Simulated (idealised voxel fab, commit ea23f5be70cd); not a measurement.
The document below concerns the process module designated voxel transistor to metal.
It is cross-section cut that appears here, measuring 155 nm in width, its square cells being 5 nm in size.
When this document writes out a cross-section, it uses a grid of square cells and lists it as bands, beginning at the top and moving down, with a band standing for one or more rows of cells. A band entry consists of two parts. The first gives the height of the band's top and the height of its bottom, in nm. The rest lists the band's materials from left to right, each with its width in nm. A single material labelled with the word "throughout" fills the band from edge to edge, and the word "empty" marks empty space. Heights are expressed relative to 0, this being the level below which the as-received wafer comprises one material exclusively. The lowest band is unbounded in the downward direction and is denoted as in "0..down". When a width is written as two numbers, as in "30->40", the first number is the width in the top row of cells of the band and the second is the width in its bottom row, and the width changes by the same amount from each row to the next. It should be understood that the words "identical to before", when stated for a given step, signify that the cross-section underwent no change in any of its cells during that step. "Catalogued sealed voids": sealed empty spaces, 8 cells or more, no open way to top, listed width x height at distance, with distance from the left edge and width, height and distance in nm. Note: text after step settings on the step line = simulator remark on that step. overlay nm: on a step with a mask, how far right of its planned place the mask lay; negative means left.

[Below is the list of planned process steps]
1,RECEIVE (material Si)
2,OXIDIZE (depth nm 5)
3,CONFORMAL_DEP (material SiN; thk nm 10)
4,PATTERN (tone cover; mask id ACTIVE; material resist; width nm 100; thk nm 20; overlay nm 0)
5,DIRECTIONAL_ETCH (etch materials SiN; depth nm 10)
6,DIRECTIONAL_ETCH (etch materials SiO2; depth nm 5)
7,DIRECTIONAL_ETCH (etch materials Si; depth nm 20)
8,STRIP (etch materials resist)
9,OXIDIZE (depth nm 5)
10,FILL_DEP (material SiO2; thk nm 5)
11,CMP (height nm 10)
12,SELECTIVE_ETCH (etch materials SiO2; depth nm 10)
13,STRIP (etch materials SiN)
14,SELECTIVE_ETCH (etch materials SiO2; depth nm 5)
15,OXIDIZE (depth nm 5)
16,DIRECTIONAL_DEP (material polySi; thk nm 20)
17,DIRECTIONAL_DEP (material SiCN; thk nm 10)
18,PATTERN (tone cover; mask id GATE; material resist; width nm 20; thk nm 20; overlay nm 0)
19,DIRECTIONAL_ETCH (etch materials SiCN; depth nm 20)
20,DIRECTIONAL_ETCH (etch materials polySi; depth nm 30)
21,STRIP (etch materials resist)
22,CONFORMAL_DEP (material SiN; thk nm 5)
23,DIRECTIONAL_ETCH (etch materials SiN; depth nm 5)
24,DIRECTIONAL_ETCH (etch materials SiO2; depth nm 5)
25,DIRECTIONAL_ETCH (etch materials Si; depth nm 5)
26,EPI (material pSi; thk nm 5)
27,FILL_DEP (material SiO2; thk nm 10)
28,CMP (height nm 25)
29,DIRECTIONAL_DEP (material SiO2; thk nm 15)
30,PATTERN (tone open; mask id CONTACT; material resist; width nm 30; pitch nm 60; thk nm 15; overlay nm 0)
31,DIRECTIONAL_ETCH (etch materials SiO2; depth nm 50)
32,STRIP (etch materials resist)
33,CONFORMAL_DEP (material TiN; thk nm 5)
34,FILL_DEP (material Ru; thk nm 10)
35,CMP (height nm 40)
36,CONFORMAL_DEP (material SiCN; thk nm 5)
37,DIRECTIONAL_DEP (material SiO2; thk nm 20)
38,DIRECTIONAL_DEP (material aC; thk nm 10)
39,PATTERN (tone open; mask id METAL_1; material resist; width nm 20; pitch nm 70; thk nm 25; overlay nm 0)
40,DIRECTIONAL_ETCH (etch materials aC; depth nm 10)
41,STRIP (etch materials resist)
42,DIRECTIONAL_ETCH (etch materials SiO2; depth nm 20)
43,DIRECTIONAL_ETCH (etch materials SiCN; depth nm 5)
44,STRIP (etch materials aC)
45,CONFORMAL_DEP (material TiN; thk nm 5)
46,FILL_DEP (material Ru; thk nm 10)
47,CMP (height nm 65)
48,EPI (material Ru; thk nm 5)
49,FILL_DEP (material SiCN; thk nm 5)
50,DIRECTIONAL_DEP (material lowk; thk nm 30)
51,MASKED_ETCH (tone open; mask id METAL_2; width nm 20; pitch nm 70; etch materials lowk; depth nm 15; overlay nm 0)
52,MASKED_ETCH (tone open; mask id METAL_2_HOLES; width nm 15; pitch nm 70; etch materials lowk; depth nm 15; overlay nm 0)
53,MASKED_ETCH (tone open; mask id METAL_2_HOLES; width nm 15; pitch nm 70; etch materials SiCN; depth nm 5; overlay nm 0)
54,CONFORMAL_DEP (material TiN; thk nm 5)
55,FILL_DEP (material Ru; thk nm 10)
56,CMP (height nm 105)
57,CONFORMAL_DEP (material SiN; thk nm 5)

[Incoming wafer in cross-section (state: after step 1)]
  0..down | Si throughout
  Catalogued sealed voids: none

[The first of two wafers, cross-sectioned at the end of the module, with the run proceeding as planned]
  110..105 | SiN throughout
  105..95 | lowk 30  TiN 5  Ru 10  TiN 5  lowk 50  TiN 5  Ru 10  TiN 5  lowk 35
  95..90 | lowk 30  TiN 5  Ru 5  TiN 10  lowk 50  TiN 5  Ru 5  TiN 10  lowk 35
  90..75 | lowk 30  TiN 5  Ru 5  TiN 5  lowk 55  TiN 5  Ru 5  TiN 5  lowk 40
  75..70 | SiCN 30  TiN 15  SiCN 55  TiN 15  SiCN 40
  70..65 | SiCN 25  Ru 30  SiCN 40  Ru 30  SiCN 30
  65..45 | SiO2 30  TiN 5  Ru 10  TiN 5  SiO2 50  TiN 5  Ru 10  TiN 5  SiO2 35
  45..40 | SiCN 30  TiN 20  SiCN 50  TiN 20  SiCN 35
  40..25 | SiO2 30  TiN 5  Ru 20  TiN 5  SiO2 30  TiN 5  Ru 20  TiN 5  SiO2 35
  25..15 | SiO2 30  TiN 5  Ru 20  TiN 5  SiN 5  SiCN 20  SiN 5  TiN 5  Ru 20  TiN 5  SiO2 35
  15..0 | SiO2 30  TiN 5  Ru 20  TiN 5  SiN 5  polySi 20  SiN 5  TiN 5  Ru 20  TiN 5  SiO2 35
  0..-5 | SiO2 30  TiN 5  Ru 15  TiN 10  SiN 5  polySi 20  SiN 5  TiN 10  Ru 15  TiN 5  SiO2 35
  -5..-10 | SiO2 30  TiN 25  pSi 5  SiO2 30  pSi 5  TiN 25  SiO2 35
  -10..-15 | SiO2 30  pSi 30  Si 30  pSi 30  SiO2 35
  -15..-30 | SiO2 30  Si 90  SiO2 35
  -30..down | Si throughout
  Catalogued sealed voids: none

[Now the second wafer, cross-sectioned at the end of the module. Nothing different at the start, nothing different in the plan compared with the first, just one mistake when it was actually run]
  110..105 | SiN throughout
  105..95 | lowk 30  TiN 5  Ru 10  TiN 5  lowk 50  TiN 5  Ru 10  TiN 5  lowk 35
  95..90 | lowk 30  TiN 5  Ru 5  TiN 10  lowk 50  TiN 5  Ru 5  TiN 10  lowk 35
  90..75 | lowk 30  TiN 5  Ru 5  TiN 5  lowk 55  TiN 5  Ru 5  TiN 5  lowk 40
  75..70 | SiCN 30  TiN 15  SiCN 55  TiN 15  SiCN 40
  70..65 | SiCN 25  Ru 30  SiCN 40  Ru 30  SiCN 30
  65..60 | SiO2 30  TiN 5  Ru 10  TiN 5  SiO2 50  TiN 5  Ru 10  TiN 5  SiO2 35
  60..55 | SiCN 30  TiN 20  SiCN 50  TiN 20  SiCN 35
  55..45 | Ru throughout
  45..40 | TiN 35  Ru 20  TiN 40  Ru 20  TiN 40
  40..25 | SiO2 30  TiN 5  Ru 20  TiN 5  SiO2 30  TiN 5  Ru 20  TiN 5  SiO2 35
  25..15 | SiO2 30  TiN 5  Ru 20  TiN 5  SiN 5  SiCN 20  SiN 5  TiN 5  Ru 20  TiN 5  SiO2 35
  15..0 | SiO2 30  TiN 5  Ru 20  TiN 5  SiN 5  polySi 20  SiN 5  TiN 5  Ru 20  TiN 5  SiO2 35
  0..-5 | SiO2 30  TiN 5  Ru 15  TiN 10  SiN 5  polySi 20  SiN 5  TiN 10  Ru 15  TiN 5  SiO2 35
  -5..-10 | SiO2 30  TiN 25  pSi 5  SiO2 30  pSi 5  TiN 25  SiO2 35
  -10..-15 | SiO2 30  pSi 30  Si 30  pSi 30  SiO2 35
  -15..-30 | SiO2 30  Si 90  SiO2 35
  -30..down | Si throughout
  Catalogued sealed voids: none
Against the plan, the run slipped here: step 35 of the plan was jumped over and never run
At the finish, the second wafer shows more or fewer cells for some materials than the first does: Ru: 58 more; SiO2: 69 fewer; TiN: 11 more
